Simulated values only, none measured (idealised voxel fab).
process module | voxel capacitor over wiring
cross-section cut | 190 nm wide | cells 5 nm
A cross-section is a grid of square cells, given in bands from the top down. A band is one or more rows of cells.
Each band's line starts with the height of the band's top and of its bottom, in nm. Then come its materials from left to right, each with its width in nm. One material with "throughout" fills the band from edge to edge. "air" is empty space.
Height 0 is the level under which the wafer as received is all one material. The lowest band goes on downwards, as in "0 down".
A width such as "30 to 40" changes by the same amount from each row of cells to the next, from the band's top row to its bottom row.
"no change" after a step means that no cell of the cross-section changed.
closed voids: empty space of 8 cells or more with no open way to the top, each as width x height at its distance from the left edge, in nm
after a step's settings: what the simulator itself notes on the step
overlay nm, on a step with a mask: how far to the right of its planned place the mask lay; to the left if negative
plan
1 op RECEIVE | material Si
2 op CONFORMAL_DEP | material SiO2 | thk nm 10
3 op DIRECTIONAL_DEP | material TiN | thk nm 5
4 op DIRECTIONAL_DEP | material Ru | thk nm 25
5 op PATTERN | tone cover | mask id METAL_1 | material resist | width nm 20 | pitch nm 75 | thk nm 15 | overlay nm 0
6 op DIRECTIONAL_ETCH | etch materials Ru | depth nm 25
7 op DIRECTIONAL_ETCH | etch materials TiN | depth nm 5
8 op STRIP | etch materials resist
9 op FILL_DEP | material SiO2 | thk nm 10
10 op CMP | height nm 40
11 op CONFORMAL_DEP | material SiCN | thk nm 5
12 op DIRECTIONAL_DEP | material SiO2 | thk nm 10
13 op PATTERN | tone open | mask id PLUG_1 | material resist | width nm 15 | thk nm 20 | overlay nm 0
14 op DIRECTIONAL_ETCH | etch materials SiO2 | depth nm 10
15 op DIRECTIONAL_ETCH | etch materials SiCN | depth nm 5
16 op STRIP | etch materials resist
17 op EPI | material Ru | thk nm 10
18 op EPI | material Ru | thk nm 5
19 op DIRECTIONAL_DEP | material TiN | thk nm 10
20 op DIRECTIONAL_DEP | material HfO2 | thk nm 5
21 op DIRECTIONAL_DEP | material TiN | thk nm 10
22 op PATTERN | tone cover | mask id UPPER_PLATE | material resist | width nm 60 | thk nm 20 | overlay nm 0
23 op DIRECTIONAL_ETCH | etch materials TiN | depth nm 10
24 op DIRECTIONAL_ETCH | etch materials HfO2 | depth nm 5
25 op STRIP | etch materials resist
26 op DIRECTIONAL_DEP | material aC | thk nm 10
27 op PATTERN | tone cover | mask id LOWER_PLATE | material resist | width nm 70 | thk nm 30 | overlay nm 0
28 op DIRECTIONAL_ETCH | etch materials aC | depth nm 10
29 op STRIP | etch materials resist
30 op DIRECTIONAL_ETCH | etch materials TiN | depth nm 10
31 op STRIP | etch materials aC
32 op FILL_DEP | material SiO2 | thk nm 15
33 op CMP | height nm 90
34 op MASKED_ETCH | tone open | mask id PLUG_2 | width nm 15 | etch materials SiO2 | depth nm 10 | overlay nm 0
35 op CONFORMAL_DEP | material TiN | thk nm 5
36 op FILL_DEP | material W | thk nm 5
37 op CMP | height nm 90
38 op CONFORMAL_DEP | material SiCN | thk nm 5
first wafer, as planned
as received, after step 1
  0 down: Si throughout
  closed voids: none
after step 2
  10 to 0: SiO2 throughout
  below 0: unchanged
after step 3
  15 to 10: TiN throughout
  below 10: unchanged
after step 4
  40 to 15: Ru throughout
  below 15: unchanged
after step 5
  55 to 40: air 45 | resist 20 | air 55 | resist 20 | air 50
  below 40: unchanged
after step 6
  55 to 40: air 45 | resist 20 | air 55 | resist 20 | air 50
  40 to 15: air 45 | Ru 20 | air 55 | Ru 20 | air 50
  below 15: unchanged
after step 7
  55 to 40: air 45 | resist 20 | air 55 | resist 20 | air 50
  40 to 15: air 45 | Ru 20 | air 55 | Ru 20 | air 50
  15 to 10: air 45 | TiN 20 | air 55 | TiN 20 | air 50
  below 10: unchanged
after step 8
  40 to 15: air 45 | Ru 20 | air 55 | Ru 20 | air 50
  below 15: unchanged
after step 9
  50 to 40: SiO2 throughout
  40 to 15: SiO2 45 | Ru 20 | SiO2 55 | Ru 20 | SiO2 50
  15 to 10: SiO2 45 | TiN 20 | SiO2 55 | TiN 20 | SiO2 50
  below 10: unchanged
after step 10
  40 to 15: SiO2 45 | Ru 20 | SiO2 55 | Ru 20 | SiO2 50
  below 15: unchanged
after step 11
  45 to 40: SiCN throughout
  below 40: unchanged
after step 12
  55 to 45: SiO2 throughout
  below 45: unchanged
after step 13
  75 to 55: resist 50 | air 15 | resist 125
  below 55: unchanged
after step 14
  75 to 55: resist 50 | air 15 | resist 125
  55 to 45: SiO2 50 | air 15 | SiO2 125
  below 45: unchanged
after step 15
  75 to 55: resist 50 | air 15 | resist 125
  55 to 45: SiO2 50 | air 15 | SiO2 125
  45 to 40: SiCN 50 | air 15 | SiCN 125
  below 40: unchanged
after step 16
  55 to 45: SiO2 50 | air 15 | SiO2 125
  below 45: unchanged
after step 17
  55 to 50: SiO2 50 | air 15 | SiO2 125
  50 to 45: SiO2 50 | Ru 15 | SiO2 125
  45 to 40: SiCN 50 | Ru 15 | SiCN 125
  below 40: unchanged
after step 18
  55 to 45: SiO2 50 | Ru 15 | SiO2 125
  below 45: unchanged
after step 19
  65 to 55: TiN throughout
  below 55: unchanged
after step 20
  70 to 65: HfO2 throughout
  below 65: unchanged
after step 21
  80 to 70: TiN throughout
  below 70: unchanged
after step 22
  100 to 80: air 50 | resist 60 | air 80
  below 80: unchanged
after step 23
  100 to 80: air 50 | resist 60 | air 80
  80 to 70: air 50 | TiN 60 | air 80
  below 70: unchanged
after step 24
  100 to 80: air 50 | resist 60 | air 80
  80 to 70: air 50 | TiN 60 | air 80
  70 to 65: air 50 | HfO2 60 | air 80
  below 65: unchanged
after step 25
  80 to 70: air 50 | TiN 60 | air 80
  below 70: unchanged
after step 26
  90 to 80: air 50 | aC 60 | air 80
  80 to 75: air 50 | TiN 60 | air 80
  75 to 70: aC 50 | TiN 60 | aC 80
  70 to 65: aC 50 | HfO2 60 | aC 80
  below 65: unchanged
after step 27
  120 to 90: air 45 | resist 70 | air 75
  90 to 80: air 45 | resist 5 | aC 60 | resist 5 | air 75
  80 to 75: air 45 | resist 5 | TiN 60 | resist 5 | air 75
  below 75: unchanged
after step 28
  110 to 90: air 45 | resist 70 | air 75
  90 to 80: air 45 | resist 5 | aC 60 | resist 5 | air 75
  80 to 75: air 45 | resist 5 | TiN 60 | resist 5 | air 75
  75 to 70: air 45 | aC 5 | TiN 60 | aC 5 | air 75
  70 to 65: air 45 | aC 5 | HfO2 60 | aC 5 | air 75
  below 65: unchanged
after step 29
  90 to 80: air 50 | aC 60 | air 80
  80 to 75: air 50 | TiN 60 | air 80
  below 75: unchanged
after step 30
  90 to 80: air 50 | aC 60 | air 80
  80 to 75: air 50 | TiN 60 | air 80
  75 to 70: air 45 | aC 5 | TiN 60 | aC 5 | air 75
  70 to 65: air 45 | aC 5 | HfO2 60 | aC 5 | air 75
  65 to 55: air 45 | TiN 70 | air 75
  below 55: unchanged
after step 31
  80 to 70: air 50 | TiN 60 | air 80
  70 to 65: air 50 | HfO2 60 | air 80
  below 65: unchanged
after step 32
  95 to 80: SiO2 throughout
  80 to 70: SiO2 50 | TiN 60 | SiO2 80
  70 to 65: SiO2 50 | HfO2 60 | SiO2 80
  65 to 55: SiO2 45 | TiN 70 | SiO2 75
  below 55: unchanged
after step 33
  90 to 80: SiO2 throughout
  below 80: unchanged
after step 34
  90 to 80: SiO2 60 | air 15 | SiO2 115
  below 80: unchanged
after step 35
  95 to 90: TiN 65 | air 5 | TiN 120
  90 to 85: SiO2 60 | TiN 5 | air 5 | TiN 5 | SiO2 115
  85 to 80: SiO2 60 | TiN 15 | SiO2 115
  below 80: unchanged
after step 36
  100 to 95: W throughout
  95 to 90: TiN 65 | W 5 | TiN 120
  90 to 85: SiO2 60 | TiN 5 | W 5 | TiN 5 | SiO2 115
  below 85: unchanged
after step 37
  90 to 85: SiO2 60 | TiN 5 | W 5 | TiN 5 | SiO2 115
  below 85: unchanged
after step 38
  95 to 90: SiCN throughout
  below 90: unchanged
second wafer: like start, like plan, one mistake. Through step 26 it matches the first wafer
when step 27 should have ended
  120 to 90: air 55 | resist 70 | air 65
  90 to 80: air 50 | aC 60 | resist 15 | air 65
  80 to 75: air 50 | TiN 60 | resist 15 | air 65
  below 75: unchanged
when step 28 should have ended
  110 to 90: air 55 | resist 70 | air 65
  90 to 80: air 55 | aC 55 | resist 15 | air 65
  80 to 75: air 50 | TiN 60 | resist 15 | air 65
  75 to 70: air 50 | TiN 60 | aC 15 | air 65
  70 to 65: air 50 | HfO2 60 | aC 15 | air 65
  below 65: unchanged
when step 29 should have ended
  90 to 80: air 55 | aC 55 | air 80
  80 to 75: air 50 | TiN 60 | air 80
  below 75: unchanged
when step 30 should have ended
  90 to 80: air 55 | aC 55 | air 80
  80 to 75: air 55 | TiN 55 | air 80
  75 to 70: air 55 | TiN 55 | aC 15 | air 65
  70 to 65: air 50 | HfO2 60 | aC 15 | air 65
  65 to 55: air 50 | TiN 75 | air 65
  below 55: unchanged
when step 31 should have ended
  80 to 70: air 55 | TiN 55 | air 80
  70 to 65: air 50 | HfO2 60 | air 80
  below 65: unchanged
when step 32 should have ended
  95 to 80: SiO2 throughout
  80 to 70: SiO2 55 | TiN 55 | SiO2 80
  70 to 65: SiO2 50 | HfO2 60 | SiO2 80
  65 to 55: SiO2 50 | TiN 75 | SiO2 65
  below 55: unchanged
when step 33 should have ended
  90 to 80: SiO2 throughout
  below 80: unchanged
when step 34 should have ended
  90 to 80: SiO2 60 | air 15 | SiO2 115
  below 80: unchanged
when step 35 should have ended
  95 to 90: TiN 65 | air 5 | TiN 120
  90 to 85: SiO2 60 | TiN 5 | air 5 | TiN 5 | SiO2 115
  85 to 80: SiO2 60 | TiN 15 | SiO2 115
  below 80: unchanged
when step 36 should have ended
  100 to 95: W throughout
  95 to 90: TiN 65 | W 5 | TiN 120
  90 to 85: SiO2 60 | TiN 5 | W 5 | TiN 5 | SiO2 115
  below 85: unchanged
when step 37 should have ended
  90 to 85: SiO2 60 | TiN 5 | W 5 | TiN 5 | SiO2 115
  below 85: unchanged
when step 38 should have ended
  95 to 90: SiCN throughout
  below 90: unchanged
what went wrong: step 27 ran as: op PATTERN | tone cover | mask id LOWER_PLATE | material resist | width nm 70 | thk nm 30 | overlay nm 10
at the end the second wafer has, in cells: as many of each material as the first, in other places
